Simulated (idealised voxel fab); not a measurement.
Title: Process Module voxel released beams
Square cells of 5 nm make up the cross-section cut, whose width is 245 nm.
Format of a cross-section: grid, square cells. Given as bands. Order: top down. Band: one or more rows of cells. First you get the band's top height and its bottom height, in nm, and then the materials it's made of, left to right, with each width in nm. If you see a single material with "throughout", that one covers the band edge to edge. "air" is empty space. Heads up on the height convention: 0 is the point under which the incoming wafer is all one material, and the lowest band has no bottom, it just keeps going down, like "0..down". With a width like "30..40", each row of cells in the band differs from the next by the same amount, the top row carrying the first number and the bottom row the second. "left unchanged" means the step left every cell of the cross-section as it was. The entry titled "Closed-off voids" provides the empty spaces that have no open way to the top, restricted to those of 8 cells or more. Each is presented as width x height at distance, the distance being measured from the left edge, with all three in nm. If you see something after the settings on a step's line, that's the simulator's own remark about that step. A step's line can hold "overlay nm"; with a mask on that step, the setting says how far right of the planned place the mask lay, while a negative setting says it lay to the left.
## Below is the list of planned process steps
step 1: RECEIVE | material Si
step 2: CONFORMAL_DEP | material Al2O3 | thk nm 10
step 3: DIRECTIONAL_DEP | material SiO2 | thk nm 10
step 4: DIRECTIONAL_DEP | material aC | thk nm 10
step 5: PATTERN | tone open | mask id ANCHOR | material resist | width nm 35 | thk nm 25 | overlay nm 0
step 6: DIRECTIONAL_ETCH | etch materials aC | depth nm 10
step 7: STRIP | etch materials resist
step 8: DIRECTIONAL_ETCH | etch materials SiO2 | depth nm 10
step 9: STRIP | etch materials aC
step 10: CONFORMAL_DEP | material W | thk nm 15
step 11: DIRECTIONAL_DEP | material aC | thk nm 15
step 12: PATTERN | tone cover | mask id BEAM | material resist | width nm 105 | thk nm 30 | overlay nm 0
step 13: DIRECTIONAL_ETCH | etch materials aC | depth nm 15
step 14: STRIP | etch materials resist
step 15: DIRECTIONAL_ETCH | etch materials W | depth nm 15
step 16: STRIP | etch materials aC
step 17: STRIP | etch materials SiO2
## The cross-section here shows the wafer as received, i.e. in its state after step 1
	0..down: Si throughout
	Closed-off voids: none
## This is how the wafer looks in cross-section once the module is done, given the starting state and plan above and one mistake in carrying the plan out
	50..35: air (65) | W (105) | air (75)
	35..20: W throughout
	20..10: SiO2 (70) | W (35) | SiO2 (140)
	10..0: Al2O3 throughout
	0..down: Si throughout
	Closed-off voids: none
Nonconformance to the process plan: plan step 10 ran twice
